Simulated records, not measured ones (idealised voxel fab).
Process module under the name voxel wiring stack
Section cut is 240 nm wide and gridded with 5 nm square cells.
Cross-section format: a grid of square cells, given as bands from top to bottom; each band is one or more rows of cells. First you get the band's top height and its bottom height, in nm, and then the materials it's made of, left to right, with each width in nm. If you see a single material with "all across", that one covers the band edge to edge. "empty" is empty space. Zero point of the height axis is 0; under it, received wafer = one material. Lowest band: continues down indefinitely, "0 and below". Note: "30 to 40" means the width goes from the first number (top row of the band) to the second number (bottom row) in equal steps per row of cells. You'll sometimes find "remained unchanged" written for a step, and that's the way of saying that nowhere in the cross-section did a cell change during that step. Basically, "Completely sealed voids" tells you about the enclosed voids: empty spaces with no open way to the top, 8 cells or bigger, each written width x height at distance, where distance is from the left edge, all in nm. On a step's line, text after the settings is the simulator commenting on that step. Each step line may optionally specify "overlay nm", which for a step with a mask gives the rightward distance between the mask's planned place and where it lay, a negative value indicating the leftward direction.

### Planned process steps
1,RECEIVE with material Si
2,CONFORMAL_DEP with material SiO2, thk nm 10
3,DIRECTIONAL_DEP with material TiN, thk nm 5
4,DIRECTIONAL_DEP with material Ru, thk nm 15
5,PATTERN with tone cover, mask id METAL_1, material resist, width nm 20, pitch nm 45, thk nm 20, overlay nm 0
6,DIRECTIONAL_ETCH with etch materials Ru, depth nm 15
7,DIRECTIONAL_ETCH with etch materials TiN, depth nm 5
8,STRIP with etch materials resist
9,FILL_DEP with material SiO2, thk nm 10
10,CMP with height nm 30
11,CONFORMAL_DEP with material SiCN, thk nm 5
12,DIRECTIONAL_DEP with material SiO2, thk nm 25
13,PATTERN with tone open, mask id METAL_2_HOLES, material resist, width nm 15, pitch nm 45, thk nm 20, overlay nm 0
14,DIRECTIONAL_ETCH with etch materials SiO2, depth nm 25
15,STRIP with etch materials resist
16,DIRECTIONAL_DEP with material aC, thk nm 5
17,PATTERN with tone open, mask id METAL_2, material resist, width nm 20, pitch nm 45, thk nm 35, overlay nm 0
18,DIRECTIONAL_ETCH with etch materials aC, depth nm 15
19,STRIP with etch materials resist
20,DIRECTIONAL_ETCH with etch materials SiO2, depth nm 15
21,DIRECTIONAL_ETCH with etch materials SiCN, depth nm 5
22,STRIP with etch materials aC
23,CONFORMAL_DEP with material TiN, thk nm 5
24,FILL_DEP with material Cu, thk nm 10
25,CMP with height nm 60
26,CONFORMAL_DEP with material SiCN, thk nm 5
27,DIRECTIONAL_DEP with material SiO2, thk nm 15
28,DIRECTIONAL_DEP with material aC, thk nm 10
29,PATTERN with tone open, mask id PLUG_2, material resist, width nm 15, pitch nm 90, thk nm 25, overlay nm 0
30,DIRECTIONAL_ETCH with etch materials aC, depth nm 10
31,STRIP with etch materials resist
32,DIRECTIONAL_ETCH with etch materials SiO2, depth nm 15
33,DIRECTIONAL_ETCH with etch materials SiCN, depth nm 5
34,STRIP with etch materials aC
35,CONFORMAL_DEP with material TiN, thk nm 5
36,FILL_DEP with material Ru, thk nm 10
37,CMP with height nm 80
38,CONFORMAL_DEP with material SiN, thk nm 5
39,DIRECTIONAL_DEP with material SiO2, thk nm 15
40,PATTERN with tone open, mask id METAL_3, material resist, width nm 20, pitch nm 45, thk nm 20, overlay nm 0
41,DIRECTIONAL_ETCH with etch materials SiO2, depth nm 15
42,DIRECTIONAL_ETCH with etch materials SiN, depth nm 5
43,STRIP with etch materials resist
44,CONFORMAL_DEP with material TiN, thk nm 5
45,FILL_DEP with material Ru, thk nm 10
46,CMP with height nm 100
47,EPI with material Ru, thk nm 5
48,FILL_DEP with material SiCN, thk nm 5
Among the wafers covered here, the point of difference is the thk nm at step 16; their starting state is shared, and the plan presents the value of the first wafer.

### Cut through the first of several wafers as received, post step 1
* 0 and below | Si all across
* Completely sealed voids: none

### wafer rows; end of module; cells per material since receipt: (+) gained, (-) lost; then closed voids
thk nm 5; +28 Cu; +102 Ru; +150 SiCN; +32 SiN; +614 SiO2; +130 TiN; Completely sealed voids: none
thk nm 10; +28 Cu; +102 Ru; +150 SiCN; +32 SiN; +614 SiO2; +130 TiN; Completely sealed voids: none
thk nm 15; +28 Cu; +102 Ru; +150 SiCN; +32 SiN; +614 SiO2; +130 TiN; Completely sealed voids: none
thk nm 20; +16 Cu; +102 Ru; +162 SiCN; +32 SiN; +626 SiO2; +118 TiN; Completely sealed voids: none
thk nm 25; +16 Cu; +102 Ru; +162 SiCN; +32 SiN; +626 SiO2; +118 TiN; Completely sealed voids: none
thk nm 30; +16 Cu; +102 Ru; +162 SiCN; +32 SiN; +626 SiO2; +118 TiN; Completely sealed voids: none
